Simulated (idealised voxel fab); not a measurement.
This section sets out a process module, namely voxel wiring stack.
Cross-section cut spans 195 nm and uses square cells 5 nm in size.
Square cells in a grid make up a cross-section in this document, and the grid is given as bands, listed from the top down, each one or more rows of cells.
Per band: top height and bottom height in nm, followed by the left-to-right materials and their widths in nm; "everywhere" marks a single material spanning edge to edge, "blank" marks empty space.
Height is counted from the level 0, under which the received wafer is composed throughout of one material. The lowest of the bands is not closed at the bottom but continues downward, in the notation "0..down".
When a width is written as two numbers, as in "30->40", the first number is the width in the top row of cells of the band and the second is the width in its bottom row, and the width changes by the same amount from each row to the next.
The designation "remained unchanged", where it is given for a processing step, indicates that no cell of the cross-section was altered in the course of that step.
Any empty space of 8 cells or more lacking an open way to the top shows up in "Enclosed cavities" as width x height at distance, distance from the left edge, in nm.
after a step's settings: what the simulator itself notes on the step
Each step line may optionally specify "overlay nm", which for a step with a mask gives the rightward distance between the mask's planned place and where it lay, a negative value indicating the leftward direction.

-- List of planned process steps
1) RECEIVE | material Si
2) CONFORMAL_DEP | material SiO2 | thk nm 10
3) CONFORMAL_DEP | material SiCN | thk nm 5
4) DIRECTIONAL_DEP | material lowk | thk nm 20
5) MASKED_ETCH | tone open | mask id METAL_1 | width nm 25 | pitch nm 45 | etch materials lowk | depth nm 20 | overlay nm 0
6) MASKED_ETCH | tone open | mask id METAL_1 | width nm 25 | pitch nm 45 | etch materials SiCN | depth nm 5 | overlay nm 0
7) CONFORMAL_DEP | material TiN | thk nm 5
8) FILL_DEP | material Ru | thk nm 5
9) CMP | height nm 35
10) CONFORMAL_DEP | material SiCN | thk nm 5
11) DIRECTIONAL_DEP | material SiO2 | thk nm 35
12) MASKED_ETCH | tone open | mask id METAL_2_HOLES | width nm 15 | pitch nm 45 | etch materials SiO2 | depth nm 35 | overlay nm 0
13) DIRECTIONAL_DEP | material aC | thk nm 15
14) PATTERN | tone open | mask id METAL_2 | material resist | width nm 25 | pitch nm 45 | thk nm 30 | overlay nm 0
15) DIRECTIONAL_ETCH | etch materials aC | depth nm 15
16) STRIP | etch materials resist
17) DIRECTIONAL_ETCH | etch materials SiO2 | depth nm 20
18) DIRECTIONAL_ETCH | etch materials SiCN | depth nm 5
19) STRIP | etch materials aC
20) CONFORMAL_DEP | material TiN | thk nm 5
21) FILL_DEP | material Cu | thk nm 5
22) CMP | height nm 75
23) CONFORMAL_DEP | material SiCN | thk nm 5
24) DIRECTIONAL_DEP | material SiO2 | thk nm 10
25) DIRECTIONAL_DEP | material aC | thk nm 10
26) PATTERN | tone open | mask id PLUG_2 | material resist | width nm 15 | pitch nm 90 | thk nm 25 | overlay nm 0
27) DIRECTIONAL_ETCH | etch materials aC | depth nm 10
28) STRIP | etch materials resist
29) DIRECTIONAL_ETCH | etch materials SiO2 | depth nm 10
30) DIRECTIONAL_ETCH | etch materials SiCN | depth nm 5
31) STRIP | etch materials aC
32) CONFORMAL_DEP | material TiN | thk nm 5
33) FILL_DEP | material Cu | thk nm 5
34) CMP | height nm 90
35) DIRECTIONAL_DEP | material TiN | thk nm 5
36) DIRECTIONAL_DEP | material W | thk nm 20
37) MASKED_ETCH | tone cover | mask id METAL_3 | width nm 25 | pitch nm 45 | etch materials W | depth nm 20 | overlay nm 0
38) MASKED_ETCH | tone cover | mask id METAL_3 | width nm 25 | pitch nm 45 | etch materials TiN | depth nm 5 | overlay nm 0
39) CONFORMAL_DEP | material SiCN | thk nm 5
40) FILL_DEP | material SiO2 | thk nm 10
41) CMP | height nm 115
42) CONFORMAL_DEP | material SiN | thk nm 5

-- first wafer, as planned

-- Wafer cross-section on receipt, i.e. after step 1
* 0..down = Si everywhere
* Enclosed cavities: none

-- Once step 2 is through, the wafer looks like this in cross-section
* 10..0 = SiO2 everywhere
* Below 0, no change.

-- Once step 3 is through, the wafer looks like this in cross-section
* 15..10 = SiCN everywhere
* Below 10, no change.

-- Once step 4 is through, the wafer looks like this in cross-section
* 35..15 = lowk everywhere
* Below 15, no change.

-- Once step 5 is through, the wafer looks like this in cross-section
* 35..15 = lowk 40; blank 25; lowk 20; blank 25; lowk 20; blank 25; lowk 40
* Below 15, no change.

-- Once step 6 is through, the wafer looks like this in cross-section
* 35..15 = lowk 40; blank 25; lowk 20; blank 25; lowk 20; blank 25; lowk 40
* 15..10 = SiCN 40; blank 25; SiCN 20; blank 25; SiCN 20; blank 25; SiCN 40
* Below 10, no change.

-- Once step 7 is through, the wafer looks like this in cross-section
* 40..35 = TiN 45; blank 15; TiN 30; blank 15; TiN 30; blank 15; TiN 45
* 35..15 = lowk 40; TiN 5; blank 15; TiN 5; lowk 20; TiN 5; blank 15; TiN 5; lowk 20; TiN 5; blank 15; TiN 5; lowk 40
* 15..10 = SiCN 40; TiN 25; SiCN 20; TiN 25; SiCN 20; TiN 25; SiCN 40
* Below 10, no change.

-- Once step 8 is through, the wafer looks like this in cross-section
* 45..40 = Ru everywhere
* 40..35 = TiN 45; Ru 15; TiN 30; Ru 15; TiN 30; Ru 15; TiN 45
* 35..15 = lowk 40; TiN 5; Ru 15; TiN 5; lowk 20; TiN 5; Ru 15; TiN 5; lowk 20; TiN 5; Ru 15; TiN 5; lowk 40
* Below 15, no change.

-- Once step 9 is through, the wafer looks like this in cross-section
* 35..15 = lowk 40; TiN 5; Ru 15; TiN 5; lowk 20; TiN 5; Ru 15; TiN 5; lowk 20; TiN 5; Ru 15; TiN 5; lowk 40
* Below 15, no change.

-- Once step 10 is through, the wafer looks like this in cross-section
* 40..35 = SiCN everywhere
* Below 35, no change.

-- Once step 11 is through, the wafer looks like this in cross-section
* 75..40 = SiO2 everywhere
* Below 40, no change.

-- Once step 12 is through, the wafer looks like this in cross-section
* 75..40 = SiO2 40; blank 15; SiO2 30; blank 15; SiO2 30; blank 15; SiO2 50
* Below 40, no change.

-- Once step 13 is through, the wafer looks like this in cross-section
* 90..75 = aC 40; blank 15; aC 30; blank 15; aC 30; blank 15; aC 50
* 75..55 = SiO2 40; blank 15; SiO2 30; blank 15; SiO2 30; blank 15; SiO2 50
* 55..40 = SiO2 40; aC 15; SiO2 30; aC 15; SiO2 30; aC 15; SiO2 50
* Below 40, no change.

-- Once step 14 is through, the wafer looks like this in cross-section
* 120..90 = resist 40; blank 25; resist 20; blank 25; resist 20; blank 25; resist 40
* Below 90, no change.

-- Once step 15 is through, the wafer looks like this in cross-section
* 105..90 = resist 40; blank 25; resist 20; blank 25; resist 20; blank 25; resist 40
* 90..75 = aC 40; blank 25; aC 20; blank 25; aC 20; blank 25; aC 40
* 75..40 = SiO2 40; blank 15; SiO2 30; blank 15; SiO2 30; blank 15; SiO2 50
* Below 40, no change.

-- Once step 16 is through, the wafer looks like this in cross-section
* 90..75 = aC 40; blank 25; aC 20; blank 25; aC 20; blank 25; aC 40
* Below 75, no change.

-- Once step 17 is through, the wafer looks like this in cross-section
* 90..75 = aC 40; blank 25; aC 20; blank 25; aC 20; blank 25; aC 40
* 75..55 = SiO2 40; blank 25; SiO2 20; blank 25; SiO2 20; blank 25; SiO2 40
* Below 55, no change.

-- Once step 18 is through, the wafer looks like this in cross-section
* 90..75 = aC 40; blank 25; aC 20; blank 25; aC 20; blank 25; aC 40
* 75..55 = SiO2 40; blank 25; SiO2 20; blank 25; SiO2 20; blank 25; SiO2 40
* 55..40 = SiO2 40; blank 15; SiO2 30; blank 15; SiO2 30; blank 15; SiO2 50
* 40..35 = SiCN 40; blank 15; SiCN 30; blank 15; SiCN 30; blank 15; SiCN 50
* Below 35, no change.

-- Once step 19 is through, the wafer looks like this in cross-section
* 75..55 = SiO2 40; blank 25; SiO2 20; blank 25; SiO2 20; blank 25; SiO2 40
* Below 55, no change.

-- Once step 20 is through, the wafer looks like this in cross-section
* 80..75 = TiN 45; blank 15; TiN 30; blank 15; TiN 30; blank 15; TiN 45
* 75..60 = SiO2 40; TiN 5; blank 15; TiN 5; SiO2 20; TiN 5; blank 15; TiN 5; SiO2 20; TiN 5; blank 15; TiN 5; SiO2 40
* 60..55 = SiO2 40; TiN 5; blank 5; TiN 15; SiO2 20; TiN 5; blank 5; TiN 15; SiO2 20; TiN 5; blank 5; TiN 15; SiO2 40
* 55..40 = SiO2 40; TiN 5; blank 5; TiN 5; SiO2 30; TiN 5; blank 5; TiN 5; SiO2 30; TiN 5; blank 5; TiN 5; SiO2 50
* 40..35 = SiCN 40; TiN 15; SiCN 30; TiN 15; SiCN 30; TiN 15; SiCN 50
* Below 35, no change.

-- Once step 21 is through, the wafer looks like this in cross-section
* 85..80 = Cu everywhere
* 80..75 = TiN 45; Cu 15; TiN 30; Cu 15; TiN 30; Cu 15; TiN 45
* 75..60 = SiO2 40; TiN 5; Cu 15; TiN 5; SiO2 20; TiN 5; Cu 15; TiN 5; SiO2 20; TiN 5; Cu 15; TiN 5; SiO2 40
* 60..55 = SiO2 40; TiN 5; Cu 5; TiN 15; SiO2 20; TiN 5; Cu 5; TiN 15; SiO2 20; TiN 5; Cu 5; TiN 15; SiO2 40
* 55..40 = SiO2 40; TiN 5; Cu 5; TiN 5; SiO2 30; TiN 5; Cu 5; TiN 5; SiO2 30; TiN 5; Cu 5; TiN 5; SiO2 50
* Below 40, no change.

-- Once step 22 is through, the wafer looks like this in cross-section
* 75..60 = SiO2 40; TiN 5; Cu 15; TiN 5; SiO2 20; TiN 5; Cu 15; TiN 5; SiO2 20; TiN 5; Cu 15; TiN 5; SiO2 40
* Below 60, no change.

-- Once step 23 is through, the wafer looks like this in cross-section
* 80..75 = SiCN everywhere
* Below 75, no change.

-- Once step 24 is through, the wafer looks like this in cross-section
* 90..80 = SiO2 everywhere
* Below 80, no change.

-- Once step 25 is through, the wafer looks like this in cross-section
* 100..90 = aC everywhere
* Below 90, no change.

-- Once step 26 is through, the wafer looks like this in cross-section
* 125..100 = resist 40; blank 15; resist 75; blank 15; resist 50
* Below 100, no change.

-- Once step 27 is through, the wafer looks like this in cross-section
* 115..100 = resist 40; blank 15; resist 75; blank 15; resist 50
* 100..90 = aC 40; blank 15; aC 75; blank 15; aC 50
* Below 90, no change.

-- Once step 28 is through, the wafer looks like this in cross-section
* 100..90 = aC 40; blank 15; aC 75; blank 15; aC 50
* Below 90, no change.

-- Once step 29 is through, the wafer looks like this in cross-section
* 100..90 = aC 40; blank 15; aC 75; blank 15; aC 50
* 90..80 = SiO2 40; blank 15; SiO2 75; blank 15; SiO2 50
* Below 80, no change.

-- Once step 30 is through, the wafer looks like this in cross-section
* 100..90 = aC 40; blank 15; aC 75; blank 15; aC 50
* 90..80 = SiO2 40; blank 15; SiO2 75; blank 15; SiO2 50
* 80..75 = SiCN 40; blank 15; SiCN 75; blank 15; SiCN 50
* Below 75, no change.

-- Once step 31 is through, the wafer looks like this in cross-section
* 90..80 = SiO2 40; blank 15; SiO2 75; blank 15; SiO2 50
* Below 80, no change.

-- Once step 32 is through, the wafer looks like this in cross-section
* 95..90 = TiN 45; blank 5; TiN 85; blank 5; TiN 55
* 90..80 = SiO2 40; TiN 5; blank 5; TiN 5; SiO2 75; TiN 5; blank 5; TiN 5; SiO2 50
* 80..75 = SiCN 40; TiN 15; SiCN 75; TiN 15; SiCN 50
* Below 75, no change.

-- Once step 33 is through, the wafer looks like this in cross-section
* 100..95 = Cu everywhere
* 95..90 = TiN 45; Cu 5; TiN 85; Cu 5; TiN 55
* 90..80 = SiO2 40; TiN 5; Cu 5; TiN 5; SiO2 75; TiN 5; Cu 5; TiN 5; SiO2 50
* Below 80, no change.

-- Once step 34 is through, the wafer looks like this in cross-section
* 90..80 = SiO2 40; TiN 5; Cu 5; TiN 5; SiO2 75; TiN 5; Cu 5; TiN 5; SiO2 50
* Below 80, no change.

-- Once step 35 is through, the wafer looks like this in cross-section
* 95..90 = TiN everywhere
* Below 90, no change.

-- Once step 36 is through, the wafer looks like this in cross-section
* 115..95 = W everywhere
* Below 95, no change.

-- Once step 37 is through, the wafer looks like this in cross-section
* 115..95 = blank 40; W 25; blank 20; W 25; blank 20; W 25; blank 40
* Below 95, no change.

-- Once step 38 is through, the wafer looks like this in cross-section
* 115..95 = blank 40; W 25; blank 20; W 25; blank 20; W 25; blank 40
* 95..90 = blank 40; TiN 25; blank 20; TiN 25; blank 20; TiN 25; blank 40
* Below 90, no change.

-- Once step 39 is through, the wafer looks like this in cross-section
* 120..115 = blank 35; SiCN 35; blank 10; SiCN 35; blank 10; SiCN 35; blank 35
* 115..95 = blank 35; SiCN 5; W 25; SiCN 5; blank 10; SiCN 5; W 25; SiCN 5; blank 10; SiCN 5; W 25; SiCN 5; blank 35
* 95..90 = SiCN 40; TiN 25; SiCN 20; TiN 25; SiCN 20; TiN 25; SiCN 40
* Below 90, no change.

-- Once step 40 is through, the wafer looks like this in cross-section
* 130..120 = SiO2 everywhere
* 120..115 = SiO2 35; SiCN 35; SiO2 10; SiCN 35; SiO2 10; SiCN 35; SiO2 35
* 115..95 = SiO2 35; SiCN 5; W 25; SiCN 5; SiO2 10; SiCN 5; W 25; SiCN 5; SiO2 10; SiCN 5; W 25; SiCN 5; SiO2 35
* Below 95, no change.

-- Once step 41 is through, the wafer looks like this in cross-section
* 115..95 = SiO2 35; SiCN 5; W 25; SiCN 5; SiO2 10; SiCN 5; W 25; SiCN 5; SiO2 10; SiCN 5; W 25; SiCN 5; SiO2 35
* Below 95, no change.

-- Once step 42 is through, the wafer looks like this in cross-section
* 120..115 = SiN everywhere
* Below 115, no change.

-- Now the other wafer: same start, same recipe, but we messed up one thing when running it. Up to and including step 3 it's the same as the first one

-- X-section, second wafer, when step 4 was due to finish
* 35..15 = W everywhere
* Below 15, no change.

X-section, second wafer, when step 5 was due to finish: remained unchanged

X-section, second wafer, when step 6 was due to finish: remained unchanged

-- X-section, second wafer, when step 7 was due to finish
* 40..35 = TiN everywhere
* Below 35, no change.

-- X-section, second wafer, when step 8 was due to finish
* 45..40 = Ru everywhere
* Below 40, no change.

-- X-section, second wafer, when step 9 was due to finish
* 35..15 = W everywhere
* Below 15, no change.

-- X-section, second wafer, when step 10 was due to finish
* 40..35 = SiCN everywhere
* Below 35, no change.

-- X-section, second wafer, when step 11 was due to finish
* 75..40 = SiO2 everywhere
* Below 40, no change.

-- X-section, second wafer, when step 12 was due to finish
* 75..40 = SiO2 40; blank 15; SiO2 30; blank 15; SiO2 30; blank 15; SiO2 50
* Below 40, no change.

-- X-section, second wafer, when step 13 was due to finish
* 90..75 = aC 40; blank 15; aC 30; blank 15; aC 30; blank 15; aC 50
* 75..55 = SiO2 40; blank 15; SiO2 30; blank 15; SiO2 30; blank 15; SiO2 50
* 55..40 = SiO2 40; aC 15; SiO2 30; aC 15; SiO2 30; aC 15; SiO2 50
* Below 40, no change.

-- X-section, second wafer, when step 14 was due to finish
* 120..90 = resist 40; blank 25; resist 20; blank 25; resist 20; blank 25; resist 40
* Below 90, no change.

-- X-section, second wafer, when step 15 was due to finish
* 105..90 = resist 40; blank 25; resist 20; blank 25; resist 20; blank 25; resist 40
* 90..75 = aC 40; blank 25; aC 20; blank 25; aC 20; blank 25; aC 40
* 75..40 = SiO2 40; blank 15; SiO2 30; blank 15; SiO2 30; blank 15; SiO2 50
* Below 40, no change.

-- X-section, second wafer, when step 16 was due to finish
* 90..75 = aC 40; blank 25; aC 20; blank 25; aC 20; blank 25; aC 40
* Below 75, no change.

-- X-section, second wafer, when step 17 was due to finish
* 90..75 = aC 40; blank 25; aC 20; blank 25; aC 20; blank 25; aC 40
* 75..55 = SiO2 40; blank 25; SiO2 20; blank 25; SiO2 20; blank 25; SiO2 40
* Below 55, no change.

-- X-section, second wafer, when step 18 was due to finish
* 90..75 = aC 40; blank 25; aC 20; blank 25; aC 20; blank 25; aC 40
* 75..55 = SiO2 40; blank 25; SiO2 20; blank 25; SiO2 20; blank 25; SiO2 40
* 55..40 = SiO2 40; blank 15; SiO2 30; blank 15; SiO2 30; blank 15; SiO2 50
* 40..35 = SiCN 40; blank 15; SiCN 30; blank 15; SiCN 30; blank 15; SiCN 50
* Below 35, no change.

-- X-section, second wafer, when step 19 was due to finish
* 75..55 = SiO2 40; blank 25; SiO2 20; blank 25; SiO2 20; blank 25; SiO2 40
* Below 55, no change.

-- X-section, second wafer, when step 20 was due to finish
* 80..75 = TiN 45; blank 15; TiN 30; blank 15; TiN 30; blank 15; TiN 45
* 75..60 = SiO2 40; TiN 5; blank 15; TiN 5; SiO2 20; TiN 5; blank 15; TiN 5; SiO2 20; TiN 5; blank 15; TiN 5; SiO2 40
* 60..55 = SiO2 40; TiN 5; blank 5; TiN 15; SiO2 20; TiN 5; blank 5; TiN 15; SiO2 20; TiN 5; blank 5; TiN 15; SiO2 40
* 55..40 = SiO2 40; TiN 5; blank 5; TiN 5; SiO2 30; TiN 5; blank 5; TiN 5; SiO2 30; TiN 5; blank 5; TiN 5; SiO2 50
* 40..35 = SiCN 40; TiN 15; SiCN 30; TiN 15; SiCN 30; TiN 15; SiCN 50
* Below 35, no change.

-- X-section, second wafer, when step 21 was due to finish
* 85..80 = Cu everywhere
* 80..75 = TiN 45; Cu 15; TiN 30; Cu 15; TiN 30; Cu 15; TiN 45
* 75..60 = SiO2 40; TiN 5; Cu 15; TiN 5; SiO2 20; TiN 5; Cu 15; TiN 5; SiO2 20; TiN 5; Cu 15; TiN 5; SiO2 40
* 60..55 = SiO2 40; TiN 5; Cu 5; TiN 15; SiO2 20; TiN 5; Cu 5; TiN 15; SiO2 20; TiN 5; Cu 5; TiN 15; SiO2 40
* 55..40 = SiO2 40; TiN 5; Cu 5; TiN 5; SiO2 30; TiN 5; Cu 5; TiN 5; SiO2 30; TiN 5; Cu 5; TiN 5; SiO2 50
* Below 40, no change.

-- X-section, second wafer, when step 22 was due to finish
* 75..60 = SiO2 40; TiN 5; Cu 15; TiN 5; SiO2 20; TiN 5; Cu 15; TiN 5; SiO2 20; TiN 5; Cu 15; TiN 5; SiO2 40
* Below 60, no change.

-- X-section, second wafer, when step 23 was due to finish
* 80..75 = SiCN everywhere
* Below 75, no change.

-- X-section, second wafer, when step 24 was due to finish
* 90..80 = SiO2 everywhere
* Below 80, no change.

-- X-section, second wafer, when step 25 was due to finish
* 100..90 = aC everywhere
* Below 90, no change.

-- X-section, second wafer, when step 26 was due to finish
* 125..100 = resist 40; blank 15; resist 75; blank 15; resist 50
* Below 100, no change.

-- X-section, second wafer, when step 27 was due to finish
* 115..100 = resist 40; blank 15; resist 75; blank 15; resist 50
* 100..90 = aC 40; blank 15; aC 75; blank 15; aC 50
* Below 90, no change.

-- X-section, second wafer, when step 28 was due to finish
* 100..90 = aC 40; blank 15; aC 75; blank 15; aC 50
* Below 90, no change.

-- X-section, second wafer, when step 29 was due to finish
* 100..90 = aC 40; blank 15; aC 75; blank 15; aC 50
* 90..80 = SiO2 40; blank 15; SiO2 75; blank 15; SiO2 50
* Below 80, no change.

-- X-section, second wafer, when step 30 was due to finish
* 100..90 = aC 40; blank 15; aC 75; blank 15; aC 50
* 90..80 = SiO2 40; blank 15; SiO2 75; blank 15; SiO2 50
* 80..75 = SiCN 40; blank 15; SiCN 75; blank 15; SiCN 50
* Below 75, no change.

-- X-section, second wafer, when step 31 was due to finish
* 90..80 = SiO2 40; blank 15; SiO2 75; blank 15; SiO2 50
* Below 80, no change.

-- X-section, second wafer, when step 32 was due to finish
* 95..90 = TiN 45; blank 5; TiN 85; blank 5; TiN 55
* 90..80 = SiO2 40; TiN 5; blank 5; TiN 5; SiO2 75; TiN 5; blank 5; TiN 5; SiO2 50
* 80..75 = SiCN 40; TiN 15; SiCN 75; TiN 15; SiCN 50
* Below 75, no change.

-- X-section, second wafer, when step 33 was due to finish
* 100..95 = Cu everywhere
* 95..90 = TiN 45; Cu 5; TiN 85; Cu 5; TiN 55
* 90..80 = SiO2 40; TiN 5; Cu 5; TiN 5; SiO2 75; TiN 5; Cu 5; TiN 5; SiO2 50
* Below 80, no change.

-- X-section, second wafer, when step 34 was due to finish
* 90..80 = SiO2 40; TiN 5; Cu 5; TiN 5; SiO2 75; TiN 5; Cu 5; TiN 5; SiO2 50
* Below 80, no change.

-- X-section, second wafer, when step 35 was due to finish
* 95..90 = TiN everywhere
* Below 90, no change.

-- X-section, second wafer, when step 36 was due to finish
* 115..95 = W everywhere
* Below 95, no change.

-- X-section, second wafer, when step 37 was due to finish
* 115..95 = blank 40; W 25; blank 20; W 25; blank 20; W 25; blank 40
* Below 95, no change.

-- X-section, second wafer, when step 38 was due to finish
* 115..95 = blank 40; W 25; blank 20; W 25; blank 20; W 25; blank 40
* 95..90 = blank 40; TiN 25; blank 20; TiN 25; blank 20; TiN 25; blank 40
* Below 90, no change.

-- X-section, second wafer, when step 39 was due to finish
* 120..115 = blank 35; SiCN 35; blank 10; SiCN 35; blank 10; SiCN 35; blank 35
* 115..95 = blank 35; SiCN 5; W 25; SiCN 5; blank 10; SiCN 5; W 25; SiCN 5; blank 10; SiCN 5; W 25; SiCN 5; blank 35
* 95..90 = SiCN 40; TiN 25; SiCN 20; TiN 25; SiCN 20; TiN 25; SiCN 40
* Below 90, no change.

-- X-section, second wafer, when step 40 was due to finish
* 130..120 = SiO2 everywhere
* 120..115 = SiO2 35; SiCN 35; SiO2 10; SiCN 35; SiO2 10; SiCN 35; SiO2 35
* 115..95 = SiO2 35; SiCN 5; W 25; SiCN 5; SiO2 10; SiCN 5; W 25; SiCN 5; SiO2 10; SiCN 5; W 25; SiCN 5; SiO2 35
* Below 95, no change.

-- X-section, second wafer, when step 41 was due to finish
* 115..95 = SiO2 35; SiCN 5; W 25; SiCN 5; SiO2 10; SiCN 5; W 25; SiCN 5; SiO2 10; SiCN 5; W 25; SiCN 5; SiO2 35
* Below 95, no change.

-- X-section, second wafer, when step 42 was due to finish
* 120..115 = SiN everywhere
* Below 115, no change.
What was done differently from what was planned? planned and actual differ for step 4; actual: DIRECTIONAL_DEP | material W | thk nm 20
Upon completion, the second wafer contains, in terms of cells, a greater or smaller amount of certain materials than the first wafer: Ru -36, SiCN +15, TiN -39, W +156, lowk -96
